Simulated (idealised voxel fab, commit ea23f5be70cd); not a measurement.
Process module name: voxel transistor to metal
Cross-sectional view cut (width: 195 nm; square cell size: 5 nm).
This document writes a cross-section as a grid whose cells are square, and gives it as bands, listed from the top down; one or more rows of cells form a band.
It is stipulated that each band's entry specify, in nanometres, the height of the top of the band and then that of its bottom, followed by the materials of the band in left-to-right sequence, each together with its width in nanometres. A single material marked by the word "edge to edge" is understood to fill the band from edge to edge; the word "air" is understood to denote empty space.
Heights are expressed relative to 0, this being the level below which the as-received wafer comprises one material exclusively. The lowest band is unbounded in the downward direction and is denoted as in "top 0, no bottom".
The width entry "30 to 40" should be interpreted row by row: the top row of cells in the band takes the first number, the bottom row takes the second number, and the change between adjacent rows is uniform throughout.
Step note "nothing different" = no cross-section cell changed.
Reported under the label "Fully closed voids" are the empty spaces having no open way to the top and comprising 8 cells or more; the notation for each is width x height at distance, in which the distance is measured from the left edge and all three values are in nm.
That trailing text on a step's line, after the settings, is the simulator's own remark on the step.
overlay nm: right-of-plan distance of the mask on a masked step; negative values mean left-of-plan.
Note: before/after cross-section pairs follow, one process step per pair, after-side truncated at the lowest changed band, step and settings given beneath. Different runs of this module on the same starting wafer may supply the pairs; a pair continues the one above only where the "Before the process" entry says so.

Before the process
    top 30, bottom 15  40 air / 125 resist / 30 air
    top 15, bottom 5  40 air / 125 SiN / 30 air
    top 5, bottom 0  40 air / 125 SiO2 / 30 air
    top 0, bottom -20  40 air / 125 Si / 30 air
    top -20, no bottom  Si edge to edge
    Fully closed voids: none

Post-Step Section View
    top 15, bottom 5  40 air / 125 SiN / 30 air
    Below 5, the layers are the same as they were.
    Fully closed voids: none
Going from one cross-section above to the next, the wafer undergoes STRIP | etch materials resist

Before the process: nothing new to draw here, it's the after view of the pair just above.

Post-Step Section View
    top 15, bottom 5  40 air / 125 SiN / 30 air
    top 5, bottom 0  40 air / 125 SiO2 / 30 air
    top 0, bottom -20  40 air / 5 SiO2 / 115 Si / 5 SiO2 / 30 air
    top -20, bottom -25  45 SiO2 / 115 Si / 35 SiO2
    Below -25, the layers are the same as they were.
    Fully closed voids: none
Going from one cross-section above to the next, the wafer undergoes OXIDIZE | depth nm 5

Before the process: nothing new to draw here, it's the after view of the pair just above.

Post-Step Section View
    top 20, bottom 15  SiO2 edge to edge
    top 15, bottom 5  40 SiO2 / 125 SiN / 30 SiO2
    top 5, bottom 0  SiO2 edge to edge
    top 0, bottom -25  45 SiO2 / 115 Si / 35 SiO2
    Below -25, the layers are the same as they were.
    Fully closed voids: none
Going from one cross-section above to the next, the wafer undergoes FILL_DEP | material SiO2 | thk nm 5

Before the process: nothing new to draw here, it's the after view of the pair just above.

Post-Step Section View
    top 15, bottom 5  40 SiO2 / 125 SiN / 30 SiO2
    Below 5, the layers are the same as they were.
    Fully closed voids: none
Going from one cross-section above to the next, the wafer undergoes CMP | height nm 15

Before the process: nothing new to draw here, it's the after view of the pair just above.

Post-Step Section View
    top 15, bottom 5  40 air / 125 SiN / 30 air
    Below 5, the layers are the same as they were.
    Fully closed voids: none
Going from one cross-section above to the next, the wafer undergoes SELECTIVE_ETCH | etch materials SiO2 | depth nm 10

Before the process: nothing new to draw here, it's the after view of the pair just above.

Post-Step Section View
    top 5, bottom 0  SiO2 edge to edge
    Below 0, the layers are the same as they were.
    Fully closed voids: none
Going from one cross-section above to the next, the wafer undergoes STRIP | etch materials SiN

Before the process: nothing new to draw here, it's the after view of the pair just above.

Post-Step Section View
    top 0, bottom -25  45 SiO2 / 115 Si / 35 SiO2
    Below -25, the layers are the same as they were.
    Fully closed voids: none
Going from one cross-section above to the next, the wafer undergoes SELECTIVE_ETCH | etch materials SiO2 | depth nm 5

Before the process: nothing new to draw here, it's the after view of the pair just above.

Post-Step Section View
    top 0, bottom -5  SiO2 edge to edge
    Below -5, the layers are the same as they were.
    Fully closed voids: none
Going from one cross-section above to the next, the wafer undergoes OXIDIZE | depth nm 5

Before the process: nothing new to draw here, it's the after view of the pair just above.

Post-Step Section View
    top 30, bottom 0  polySi edge to edge
    Below 0, the layers are the same as they were.
    Fully closed voids: none
Going from one cross-section above to the next, the wafer undergoes DIRECTIONAL_DEP | material polySi | thk nm 30

Before the process: nothing new to draw here, it's the after view of the pair just above.

Post-Step Section View
    top 45, bottom 30  SiCN edge to edge
    Below 30, the layers are the same as they were.
    Fully closed voids: none
Going from one cross-section above to the next, the wafer undergoes DIRECTIONAL_DEP | material SiCN | thk nm 15

Before the process: nothing new to draw here, it's the after view of the pair just above.

Post-Step Section View
    top 60, bottom 45  80 air / 35 resist / 80 air
    Below 45, the layers are the same as they were.
    Fully closed voids: none
Going from one cross-section above to the next, the wafer undergoes PATTERN | tone cover | mask id GATE | material resist | width nm 35 | thk nm 15 | overlay nm 0

Before the process: nothing new to draw here, it's the after view of the pair just above.

Post-Step Section View
    top 60, bottom 45  80 air / 35 resist / 80 air
    top 45, bottom 30  80 air / 35 SiCN / 80 air
    Below 30, the layers are the same as they were.
    Fully closed voids: none
Going from one cross-section above to the next, the wafer undergoes DIRECTIONAL_ETCH | etch materials SiCN | depth nm 25

Before the process: nothing new to draw here, it's the after view of the pair just above.

Post-Step Section View
    top 60, bottom 45  80 air / 35 resist / 80 air
    top 45, bottom 30  80 air / 35 SiCN / 80 air
    top 30, bottom 0  80 air / 35 polySi / 80 air
    Below 0, the layers are the same as they were.
    Fully closed voids: none
Going from one cross-section above to the next, the wafer undergoes DIRECTIONAL_ETCH | etch materials polySi | depth nm 40

Before the process: nothing new to draw here, it's the after view of the pair just above.

Post-Step Section View
    top 45, bottom 30  80 air / 35 SiCN / 80 air
    Below 30, the layers are the same as they were.
    Fully closed voids: none
Going from one cross-section above to the next, the wafer undergoes STRIP | etch materials resist

Before the process: nothing new to draw here, it's the after view of the pair just above.

Post-Step Section View
    top 50, bottom 45  75 air / 45 SiO2 / 75 air
    top 45, bottom 30  75 air / 5 SiO2 / 35 SiCN / 5 SiO2 / 75 air
    top 30, bottom 5  75 air / 5 SiO2 / 35 polySi / 5 SiO2 / 75 air
    top 5, bottom 0  80 SiO2 / 35 polySi / 80 SiO2
    Below 0, the layers are the same as they were.
    Fully closed voids: none
Going from one cross-section above to the next, the wafer undergoes CONFORMAL_DEP | material SiO2 | thk nm 5

Before the process: nothing new to draw here, it's the after view of the pair just above.

Post-Step Section View
    top 45, bottom 30  75 air / 5 SiO2 / 35 SiCN / 5 SiO2 / 75 air
    top 30, bottom 0  75 air / 5 SiO2 / 35 polySi / 5 SiO2 / 75 air
    Below 0, the layers are the same as they were.
    Fully closed voids: none
Going from one cross-section above to the next, the wafer undergoes DIRECTIONAL_ETCH | etch materials SiO2 | depth nm 5

Before the process: nothing new to draw here, it's the after view of the pair just above.

Post-Step Section View
    top 50, bottom 45  70 air / 55 SiN / 70 air
    top 45, bottom 30  70 air / 5 SiN / 5 SiO2 / 35 SiCN / 5 SiO2 / 5 SiN / 70 air
    top 30, bottom 5  70 air / 5 SiN / 5 SiO2 / 35 polySi / 5 SiO2 / 5 SiN / 70 air
    top 5, bottom 0  75 SiN / 5 SiO2 / 35 polySi / 5 SiO2 / 75 SiN
    Below 0, the layers are the same as they were.
    Fully closed voids: none
Going from one cross-section above to the next, the wafer undergoes CONFORMAL_DEP | material SiN | thk nm 5

Before the process: nothing new to draw here, it's the after view of the pair just above.

Post-Step Section View
    top 45, bottom 30  70 air / 5 SiN / 5 SiO2 / 35 SiCN / 5 SiO2 / 5 SiN / 70 air
    top 30, bottom 0  70 air / 5 SiN / 5 SiO2 / 35 polySi / 5 SiO2 / 5 SiN / 70 air
    Below 0, the layers are the same as they were.
    Fully closed voids: none
Going from one cross-section above to the next, the wafer undergoes DIRECTIONAL_ETCH | etch materials SiN | depth nm 5

Before the process: nothing new to draw here, it's the after view of the pair just above.

Post-Step Section View
    top 45, bottom 40  70 air / 5 SiN / 5 air / 35 SiCN / 5 air / 5 SiN / 70 air
    top 40, bottom 30  70 air / 5 SiN / 5 SiO2 / 35 SiCN / 5 SiO2 / 5 SiN / 70 air
    top 30, bottom 0  70 air / 5 SiN / 5 SiO2 / 35 polySi / 5 SiO2 / 5 SiN / 70 air
    top 0, bottom -5  70 air / 55 SiO2 / 70 air
    Below -5, the layers are the same as they were.
    Fully closed voids: none
Going from one cross-section above to the next, the wafer undergoes DIRECTIONAL_ETCH | etch materials SiO2 | depth nm 5

Before the process: nothing new to draw here, it's the after view of the pair just above.

Post-Step Section View
    top 45, bottom 40  70 air / 5 SiN / 5 air / 35 SiCN / 5 air / 5 SiN / 70 air
    top 40, bottom 30  70 air / 5 SiN / 5 SiO2 / 35 SiCN / 5 SiO2 / 5 SiN / 70 air
    top 30, bottom 0  70 air / 5 SiN / 5 SiO2 / 35 polySi / 5 SiO2 / 5 SiN / 70 air
    top 0, bottom -5  70 air / 55 SiO2 / 70 air
    top -5, bottom -20  45 SiO2 / 25 air / 55 Si / 35 air / 35 SiO2
    Below -20, the layers are the same as they were.
    Fully closed voids: none
Going from one cross-section above to the next, the wafer undergoes DIRECTIONAL_ETCH | etch materials Si | depth nm 15

Before the process: nothing new to draw here, it's the after view of the pair just above.

Post-Step Section View
    top 45, bottom 40  70 air / 5 SiN / 5 air / 35 SiCN / 5 air / 5 SiN / 70 air
    top 40, bottom 30  70 air / 5 SiN / 5 SiO2 / 35 SiCN / 5 SiO2 / 5 SiN / 70 air
    top 30, bottom 15  70 air / 5 SiN / 5 SiO2 / 35 polySi / 5 SiO2 / 5 SiN / 70 air
    top 15, bottom 0  50 air / 20 SiGe / 5 SiN / 5 SiO2 / 35 polySi / 5 SiO2 / 5 SiN / 20 SiGe / 50 air
    top 0, bottom -5  40 air / 30 SiGe / 55 SiO2 / 40 SiGe / 30 air
    top -5, bottom -20  45 SiO2 / 25 SiGe / 55 Si / 35 SiGe / 35 SiO2
    Below -20, the layers are the same as they were.
    Fully closed voids: none
Going from one cross-section above to the next, the wafer undergoes EPI | material SiGe | thk nm 20

Before the process: nothing new to draw here, it's the after view of the pair just above.

Post-Step Section View
    top 50, bottom 45  SiO2 edge to edge
    top 45, bottom 30  70 SiO2 / 5 SiN / 5 SiO2 / 35 SiCN / 5 SiO2 / 5 SiN / 70 SiO2
    top 30, bottom 15  70 SiO2 / 5 SiN / 5 SiO2 / 35 polySi / 5 SiO2 / 5 SiN / 70 SiO2
    top 15, bottom 0  50 SiO2 / 20 SiGe / 5 SiN / 5 SiO2 / 35 polySi / 5 SiO2 / 5 SiN / 20 SiGe / 50 SiO2
    top 0, bottom -5  40 SiO2 / 30 SiGe / 55 SiO2 / 40 SiGe / 30 SiO2
    Below -5, the layers are the same as they were.
    Fully closed voids: none
Going from one cross-section above to the next, the wafer undergoes FILL_DEP | material SiO2 | thk nm 5

Before the process: nothing new to draw here, it's the after view of the pair just above.

Post-Step Section View
    top 30, bottom 15  70 SiO2 / 5 SiN / 5 SiO2 / 35 polySi / 5 SiO2 / 5 SiN / 70 SiO2
    Below 15, the layers are the same as they were.
    Fully closed voids: none
Going from one cross-section above to the next, the wafer undergoes CMP | height nm 30

Before the process: nothing new to draw here, it's the after view of the pair just above.

Post-Step Section View
    top 30, bottom 15  70 SiO2 / 5 SiN / 5 SiO2 / 35 air / 5 SiO2 / 5 SiN / 70 SiO2
    top 15, bottom 0  50 SiO2 / 20 SiGe / 5 SiN / 5 SiO2 / 35 air / 5 SiO2 / 5 SiN / 20 SiGe / 50 SiO2
    Below 0, the layers are the same as they were.
    Fully closed voids: none
Going from one cross-section above to the next, the wafer undergoes STRIP | etch materials polySi

Before the process: nothing new to draw here, it's the after view of the pair just above.

Post-Step Section View
    top 30, bottom 25  70 air / 5 SiN / 45 air / 5 SiN / 70 air
    top 25, bottom 15  70 SiO2 / 5 SiN / 45 air / 5 SiN / 70 SiO2
    top 15, bottom 0  50 SiO2 / 20 SiGe / 5 SiN / 45 air / 5 SiN / 20 SiGe / 50 SiO2
    top 0, bottom -5  40 SiO2 / 30 SiGe / 5 SiO2 / 45 air / 5 SiO2 / 40 SiGe / 30 SiO2
    Below -5, the layers are the same as they were.
    Fully closed voids: none
Going from one cross-section above to the next, the wafer undergoes SELECTIVE_ETCH | etch materials SiO2 | depth nm 5

Before the process: nothing new to draw here, it's the after view of the pair just above.

Post-Step Section View
    top 35, bottom 30  65 air / 15 HfO2 / 35 air / 15 HfO2 / 65 air
    top 30, bottom 25  70 HfO2 / 5 SiN / 5 HfO2 / 35 air / 5 HfO2 / 5 SiN / 70 HfO2
    top 25, bottom 15  70 SiO2 / 5 SiN / 5 HfO2 / 35 air / 5 HfO2 / 5 SiN / 70 SiO2
    top 15, bottom 0  50 SiO2 / 20 SiGe / 5 SiN / 5 HfO2 / 35 air / 5 HfO2 / 5 SiN / 20 SiGe / 50 SiO2
    top 0, bottom -5  40 SiO2 / 30 SiGe / 5 SiO2 / 45 HfO2 / 5 SiO2 / 40 SiGe / 30 SiO2
    Below -5, the layers are the same as they were.
    Fully closed voids: none
Going from one cross-section above to the next, the wafer undergoes CONFORMAL_DEP | material HfO2 | thk nm 5

Before the process: nothing new to draw here, it's the after view of the pair just above.

Post-Step Section View
    top 40, bottom 35  60 air / 25 TiN / 25 air / 25 TiN / 60 air
    top 35, bottom 30  65 TiN / 15 HfO2 / 5 TiN / 25 air / 5 TiN / 15 HfO2 / 65 TiN
    top 30, bottom 25  70 HfO2 / 5 SiN / 5 HfO2 / 5 TiN / 25 air / 5 TiN / 5 HfO2 / 5 SiN / 70 HfO2
    top 25, bottom 15  70 SiO2 / 5 SiN / 5 HfO2 / 5 TiN / 25 air / 5 TiN / 5 HfO2 / 5 SiN / 70 SiO2
    top 15, bottom 5  50 SiO2 / 20 SiGe / 5 SiN / 5 HfO2 / 5 TiN / 25 air / 5 TiN / 5 HfO2 / 5 SiN / 20 SiGe / 50 SiO2
    top 5, bottom 0  50 SiO2 / 20 SiGe / 5 SiN / 5 HfO2 / 35 TiN / 5 HfO2 / 5 SiN / 20 SiGe / 50 SiO2
    Below 0, the layers are the same as they were.
    Fully closed voids: none
Going from one cross-section above to the next, the wafer undergoes CONFORMAL_DEP | material TiN | thk nm 5

Before the process: nothing new to draw here, it's the after view of the pair just above.

Post-Step Section View
    top 50, bottom 40  W edge to edge
    top 40, bottom 35  60 W / 25 TiN / 25 W / 25 TiN / 60 W
    top 35, bottom 30  65 TiN / 15 HfO2 / 5 TiN / 25 W / 5 TiN / 15 HfO2 / 65 TiN
    top 30, bottom 25  70 HfO2 / 5 SiN / 5 HfO2 / 5 TiN / 25 W / 5 TiN / 5 HfO2 / 5 SiN / 70 HfO2
    top 25, bottom 15  70 SiO2 / 5 SiN / 5 HfO2 / 5 TiN / 25 W / 5 TiN / 5 HfO2 / 5 SiN / 70 SiO2
    top 15, bottom 5  50 SiO2 / 20 SiGe / 5 SiN / 5 HfO2 / 5 TiN / 25 W / 5 TiN / 5 HfO2 / 5 SiN / 20 SiGe / 50 SiO2
    Below 5, the layers are the same as they were.
    Fully closed voids: none
Going from one cross-section above to the next, the wafer undergoes FILL_DEP | material W | thk nm 10

Before the process: nothing new to draw here, it's the after view of the pair just above.

Post-Step Section View
    top 25, bottom 15  70 SiO2 / 5 SiN / 5 HfO2 / 5 TiN / 25 W / 5 TiN / 5 HfO2 / 5 SiN / 70 SiO2
    Below 15, the layers are the same as they were.
    Fully closed voids: none
Going from one cross-section above to the next, the wafer undergoes CMP | height nm 25

Before the process: nothing new to draw here, it's the after view of the pair just above.

Post-Step Section View
    top 35, bottom 25  SiO2 edge to edge
    Below 25, the layers are the same as they were.
    Fully closed voids: none
Going from one cross-section above to the next, the wafer undergoes DIRECTIONAL_DEP | material SiO2 | thk nm 10

Before the process: nothing new to draw here, it's the after view of the pair just above.

Post-Step Section View
    top 50, bottom 35  aC edge to edge
    Below 35, the layers are the same as they were.
    Fully closed voids: none
Going from one cross-section above to the next, the wafer undergoes DIRECTIONAL_DEP | material aC | thk nm 15

Before the process: nothing new to draw here, it's the after view of the pair just above.

Post-Step Section View
    top 80, bottom 50  45 resist / 15 air / 75 resist / 15 air / 45 resist
    Below 50, the layers are the same as they were.
    Fully closed voids: none
Going from one cross-section above to the next, the wafer undergoes PATTERN | tone open | mask id CONTACT | material resist | width nm 15 | pitch nm 90 | thk nm 30 | overlay nm 0

Before the process: nothing new to draw here, it's the after view of the pair just above.

Post-Step Section View
    top 65, bottom 50  45 resist / 15 air / 75 resist / 15 air / 45 resist
    top 50, bottom 35  45 aC / 15 air / 75 aC / 15 air / 45 aC
    Below 35, the layers are the same as they were.
    Fully closed voids: none
Going from one cross-section above to the next, the wafer undergoes DIRECTIONAL_ETCH | etch materials aC | depth nm 15

Before the process: nothing new to draw here, it's the after view of the pair just above.

Post-Step Section View
    top 50, bottom 35  45 aC / 15 air / 75 aC / 15 air / 45 aC
    Below 35, the layers are the same as they were.
    Fully closed voids: none
Going from one cross-section above to the next, the wafer undergoes STRIP | etch materials resist

Before the process: nothing new to draw here, it's the after view of the pair just above.

Post-Step Section View
    top 50, bottom 35  45 aC / 15 air / 75 aC / 15 air / 45 aC
    top 35, bottom 25  45 SiO2 / 15 air / 75 SiO2 / 15 air / 45 SiO2
    top 25, bottom 15  45 SiO2 / 15 air / 10 SiO2 / 5 SiN / 5 HfO2 / 5 TiN / 25 W / 5 TiN / 5 HfO2 / 5 SiN / 10 SiO2 / 15 air / 45 SiO2
    top 15, bottom 5  45 SiO2 / 5 air / 20 SiGe / 5 SiN / 5 HfO2 / 5 TiN / 25 W / 5 TiN / 5 HfO2 / 5 SiN / 20 SiGe / 5 air / 45 SiO2
    top 5, bottom 0  45 SiO2 / 5 air / 20 SiGe / 5 SiN / 5 HfO2 / 35 TiN / 5 HfO2 / 5 SiN / 20 SiGe / 5 air / 45 SiO2
    Below 0, the layers are the same as they were.
    Fully closed voids: none
Going from one cross-section above to the next, the wafer undergoes DIRECTIONAL_ETCH | etch materials SiO2 | depth nm 35

Before the process: nothing new to draw here, it's the after view of the pair just above.

Post-Step Section View
    top 35, bottom 25  45 SiO2 / 15 air / 75 SiO2 / 15 air / 45 SiO2
    Below 25, the layers are the same as they were.
    Fully closed voids: none
Going from one cross-section above to the next, the wafer undergoes STRIP | etch materials aC

Before the process: nothing new to draw here, it's the after view of the pair just above.

Post-Step Section View
    top 40, bottom 35  50 TiN / 5 air / 85 TiN / 5 air / 50 TiN
    top 35, bottom 25  45 SiO2 / 5 TiN / 5 air / 5 TiN / 75 SiO2 / 5 TiN / 5 air / 5 TiN / 45 SiO2
    top 25, bottom 20  45 SiO2 / 5 TiN / 5 air / 5 TiN / 10 SiO2 / 5 SiN / 5 HfO2 / 5 TiN / 25 W / 5 TiN / 5 HfO2 / 5 SiN / 10 SiO2 / 5 TiN / 5 air / 5 TiN / 45 SiO2
    top 20, bottom 15  45 SiO2 / 15 TiN / 10 SiO2 / 5 SiN / 5 HfO2 / 5 TiN / 25 W / 5 TiN / 5 HfO2 / 5 SiN / 10 SiO2 / 15 TiN / 45 SiO2
    top 15, bottom 5  45 SiO2 / 5 TiN / 20 SiGe / 5 SiN / 5 HfO2 / 5 TiN / 25 W / 5 TiN / 5 HfO2 / 5 SiN / 20 SiGe / 5 TiN / 45 SiO2
    top 5, bottom 0  45 SiO2 / 5 TiN / 20 SiGe / 5 SiN / 5 HfO2 / 35 TiN / 5 HfO2 / 5 SiN / 20 SiGe / 5 TiN / 45 SiO2
    Below 0, the layers are the same as they were.
    Fully closed voids: none
Going from one cross-section above to the next, the wafer undergoes CONFORMAL_DEP | material TiN | thk nm 5

Before the process: nothing new to draw here, it's the after view of the pair just above.

Post-Step Section View
    top 45, bottom 40  Ru edge to edge
    top 40, bottom 35  50 TiN / 5 Ru / 85 TiN / 5 Ru / 50 TiN
    top 35, bottom 25  45 SiO2 / 5 TiN / 5 Ru / 5 TiN / 75 SiO2 / 5 TiN / 5 Ru / 5 TiN / 45 SiO2
    top 25, bottom 20  45 SiO2 / 5 TiN / 5 Ru / 5 TiN / 10 SiO2 / 5 SiN / 5 HfO2 / 5 TiN / 25 W / 5 TiN / 5 HfO2 / 5 SiN / 10 SiO2 / 5 TiN / 5 Ru / 5 TiN / 45 SiO2
    Below 20, the layers are the same as they were.
    Fully closed voids: none
Going from one cross-section above to the next, the wafer undergoes FILL_DEP | material Ru | thk nm 5

Before the process: nothing new to draw here, it's the after view of the pair just above.

Post-Step Section View
    top 35, bottom 25  45 SiO2 / 5 TiN / 5 Ru / 5 TiN / 75 SiO2 / 5 TiN / 5 Ru / 5 TiN / 45 SiO2
    Below 25, the layers are the same as they were.
    Fully closed voids: none
Going from one cross-section above to the next, the wafer undergoes CMP | height nm 35

Before the process: nothing new to draw here, it's the after view of the pair just above.

Post-Step Section View
    top 40, bottom 35  TiN edge to edge
    Below 35, the layers are the same as they were.
    Fully closed voids: none
Going from one cross-section above to the next, the wafer undergoes DIRECTIONAL_DEP | material TiN | thk nm 5

Before the process: nothing new to draw here, it's the after view of the pair just above.

Post-Step Section View
    top 55, bottom 40  W edge to edge
    Below 40, the layers are the same as they were.
    Fully closed voids: none
Going from one cross-section above to the next, the wafer undergoes DIRECTIONAL_DEP | material W | thk nm 15

Before the process: nothing new to draw here, it's the after view of the pair just above.

Post-Step Section View
    top 70, bottom 55  45 air / 15 resist / 75 air / 15 resist / 45 air
    Below 55, the layers are the same as they were.
    Fully closed voids: none
Going from one cross-section above to the next, the wafer undergoes PATTERN | tone cover | mask id METAL_1 | material resist | width nm 15 | pitch nm 90 | thk nm 15 | overlay nm 0

Before the process: nothing new to draw here, it's the after view of the pair just above.

Post-Step Section View
    top 70, bottom 55  45 air / 15 resist / 75 air / 15 resist / 45 air
    top 55, bottom 40  45 air / 15 W / 75 air / 15 W / 45 air
    Below 40, the layers are the same as they were.
    Fully closed voids: none
Going from one cross-section above to the next, the wafer undergoes DIRECTIONAL_ETCH | etch materials W | depth nm 15

Before the process: nothing new to draw here, it's the after view of the pair just above.

Post-Step Section View
    top 70, bottom 55  45 air / 15 resist / 75 air / 15 resist / 45 air
    top 55, bottom 40  45 air / 15 W / 75 air / 15 W / 45 air
    top 40, bottom 35  45 air / 15 TiN / 75 air / 15 TiN / 45 air
    Below 35, the layers are the same as they were.
    Fully closed voids: none
Going from one cross-section above to the next, the wafer undergoes DIRECTIONAL_ETCH | etch materials TiN | depth nm 5

Before the process: nothing new to draw here, it's the after view of the pair just above.

Post-Step Section View
    top 55, bottom 40  45 air / 15 W / 75 air / 15 W / 45 air
    Below 40, the layers are the same as they were.
    Fully closed voids: none
Going from one cross-section above to the next, the wafer undergoes STRIP | etch materials resist

Before the process: nothing new to draw here, it's the after view of the pair just above.

Post-Step Section View
    top 65, bottom 55  lowk edge to edge
    top 55, bottom 40  45 lowk / 15 W / 75 lowk / 15 W / 45 lowk
    top 40, bottom 35  45 lowk / 15 TiN / 75 lowk / 15 TiN / 45 lowk
    Below 35, the layers are the same as they were.
    Fully closed voids: none
Going from one cross-section above to the next, the wafer undergoes FILL_DEP | material lowk | thk nm 10

Before the process: nothing new to draw here, it's the after view of the pair just above.

Post-Step Section View
    top 55, bottom 40  45 lowk / 15 W / 75 lowk / 15 W / 45 lowk
    Below 40, the layers are the same as they were.
    Fully closed voids: none
Going from one cross-section above to the next, the wafer undergoes CMP | height nm 55

Before the process: nothing new to draw here, it's the after view of the pair just above.

Post-Step Section View
    top 60, bottom 55  SiN edge to edge
    Below 55, the layers are the same as they were.
    Fully closed voids: none
Going from one cross-section above to the next, the wafer undergoes CONFORMAL_DEP | material SiN | thk nm 5

Before the process
    top 35, bottom 30  65 air / 15 HfO2 / 35 air / 15 HfO2 / 65 air
    top 30, bottom 25  70 HfO2 / 5 SiN / 5 HfO2 / 35 air / 5 HfO2 / 5 SiN / 70 HfO2
    top 25, bottom 15  70 SiO2 / 5 SiN / 5 HfO2 / 35 air / 5 HfO2 / 5 SiN / 70 SiO2
    top 15, bottom 0  50 SiO2 / 20 SiGe / 5 SiN / 5 HfO2 / 35 air / 5 HfO2 / 5 SiN / 20 SiGe / 50 SiO2
    top 0, bottom -5  35 SiO2 / 35 SiGe / 5 SiO2 / 45 HfO2 / 5 SiO2 / 35 SiGe / 35 SiO2
    top -5, bottom -20  40 SiO2 / 30 SiGe / 55 Si / 30 SiGe / 40 SiO2
    top -20, bottom -25  40 SiO2 / 115 Si / 40 SiO2
    top -25, no bottom  Si edge to edge
    Fully closed voids: none

Post-Step Section View
    top 40, bottom 35  60 air / 25 aC / 25 air / 25 aC / 60 air
    top 35, bottom 30  65 aC / 15 HfO2 / 5 aC / 25 air / 5 aC / 15 HfO2 / 65 aC
    top 30, bottom 25  70 HfO2 / 5 SiN / 5 HfO2 / 5 aC / 25 air / 5 aC / 5 HfO2 / 5 SiN / 70 HfO2
    top 25, bottom 15  70 SiO2 / 5 SiN / 5 HfO2 / 5 aC / 25 air / 5 aC / 5 HfO2 / 5 SiN / 70 SiO2
    top 15, bottom 5  50 SiO2 / 20 SiGe / 5 SiN / 5 HfO2 / 5 aC / 25 air / 5 aC / 5 HfO2 / 5 SiN / 20 SiGe / 50 SiO2
    top 5, bottom 0  50 SiO2 / 20 SiGe / 5 SiN / 5 HfO2 / 35 aC / 5 HfO2 / 5 SiN / 20 SiGe / 50 SiO2
    Below 0, the layers are the same as they were.
    Fully closed voids: none
Going from one cross-section above to the next, the wafer undergoes CONFORMAL_DEP | material aC | thk nm 5

Before the process: nothing new to draw here, it's the after view of the pair just above.

Post-Step Section View
    top 50, bottom 40  W edge to edge
    top 40, bottom 35  60 W / 25 aC / 25 W / 25 aC / 60 W
    top 35, bottom 30  65 aC / 15 HfO2 / 5 aC / 25 W / 5 aC / 15 HfO2 / 65 aC
    top 30, bottom 25  70 HfO2 / 5 SiN / 5 HfO2 / 5 aC / 25 W / 5 aC / 5 HfO2 / 5 SiN / 70 HfO2
    top 25, bottom 15  70 SiO2 / 5 SiN / 5 HfO2 / 5 aC / 25 W / 5 aC / 5 HfO2 / 5 SiN / 70 SiO2
    top 15, bottom 5  50 SiO2 / 20 SiGe / 5 SiN / 5 HfO2 / 5 aC / 25 W / 5 aC / 5 HfO2 / 5 SiN / 20 SiGe / 50 SiO2
    Below 5, the layers are the same as they were.
    Fully closed voids: none
Going from one cross-section above to the next, the wafer undergoes FILL_DEP | material W | thk nm 10

Before the process: nothing new to draw here, it's the after view of the pair just above.

Post-Step Section View
    top 25, bottom 15  70 SiO2 / 5 SiN / 5 HfO2 / 5 aC / 25 W / 5 aC / 5 HfO2 / 5 SiN / 70 SiO2
    Below 15, the layers are the same as they were.
    Fully closed voids: none
Going from one cross-section above to the next, the wafer undergoes CMP | height nm 25

Before the process: nothing new to draw here, it's the after view of the pair just above.

Post-Step Section View
    top 35, bottom 25  SiO2 edge to edge
    Below 25, the layers are the same as they were.
    Fully closed voids: none
Going from one cross-section above to the next, the wafer undergoes DIRECTIONAL_DEP | material SiO2 | thk nm 10

Before the process: nothing new to draw here, it's the after view of the pair just above.

Post-Step Section View
    top 50, bottom 35  aC edge to edge
    Below 35, the layers are the same as they were.
    Fully closed voids: none
Going from one cross-section above to the next, the wafer undergoes DIRECTIONAL_DEP | material aC | thk nm 15

Before the process: nothing new to draw here, it's the after view of the pair just above.

Post-Step Section View
    top 80, bottom 50  45 resist / 15 air / 75 resist / 15 air / 45 resist
    Below 50, the layers are the same as they were.
    Fully closed voids: none
Going from one cross-section above to the next, the wafer undergoes PATTERN | tone open | mask id CONTACT | material resist | width nm 15 | pitch nm 90 | thk nm 30 | overlay nm 0

Before the process: nothing new to draw here, it's the after view of the pair just above.

Post-Step Section View
    top 65, bottom 50  45 resist / 15 air / 75 resist / 15 air / 45 resist
    top 50, bottom 35  45 aC / 15 air / 75 aC / 15 air / 45 aC
    Below 35, the layers are the same as they were.
    Fully closed voids: none
Going from one cross-section above to the next, the wafer undergoes DIRECTIONAL_ETCH | etch materials aC | depth nm 15

Before the process: nothing new to draw here, it's the after view of the pair just above.

Post-Step Section View
    top 50, bottom 35  45 aC / 15 air / 75 aC / 15 air / 45 aC
    Below 35, the layers are the same as they were.
    Fully closed voids: none
Going from one cross-section above to the next, the wafer undergoes STRIP | etch materials resist

Before the process: nothing new to draw here, it's the after view of the pair just above.

Post-Step Section View
    top 50, bottom 35  45 aC / 15 air / 75 aC / 15 air / 45 aC
    top 35, bottom 25  45 SiO2 / 15 air / 75 SiO2 / 15 air / 45 SiO2
    top 25, bottom 15  45 SiO2 / 15 air / 10 SiO2 / 5 SiN / 5 HfO2 / 5 aC / 25 W / 5 aC / 5 HfO2 / 5 SiN / 10 SiO2 / 15 air / 45 SiO2
    top 15, bottom 5  45 SiO2 / 5 air / 20 SiGe / 5 SiN / 5 HfO2 / 5 aC / 25 W / 5 aC / 5 HfO2 / 5 SiN / 20 SiGe / 5 air / 45 SiO2
    top 5, bottom 0  45 SiO2 / 5 air / 20 SiGe / 5 SiN / 5 HfO2 / 35 aC / 5 HfO2 / 5 SiN / 20 SiGe / 5 air / 45 SiO2
    Below 0, the layers are the same as they were.
    Fully closed voids: none
Going from one cross-section above to the next, the wafer undergoes DIRECTIONAL_ETCH | etch materials SiO2 | depth nm 35

Before the process: nothing new to draw here, it's the after view of the pair just above.

Post-Step Section View
    top 35, bottom 25  45 SiO2 / 15 air / 75 SiO2 / 15 air / 45 SiO2
    Below 25, the layers are the same as they were.
    Fully closed voids: none
Going from one cross-section above to the next, the wafer undergoes STRIP | etch materials aC
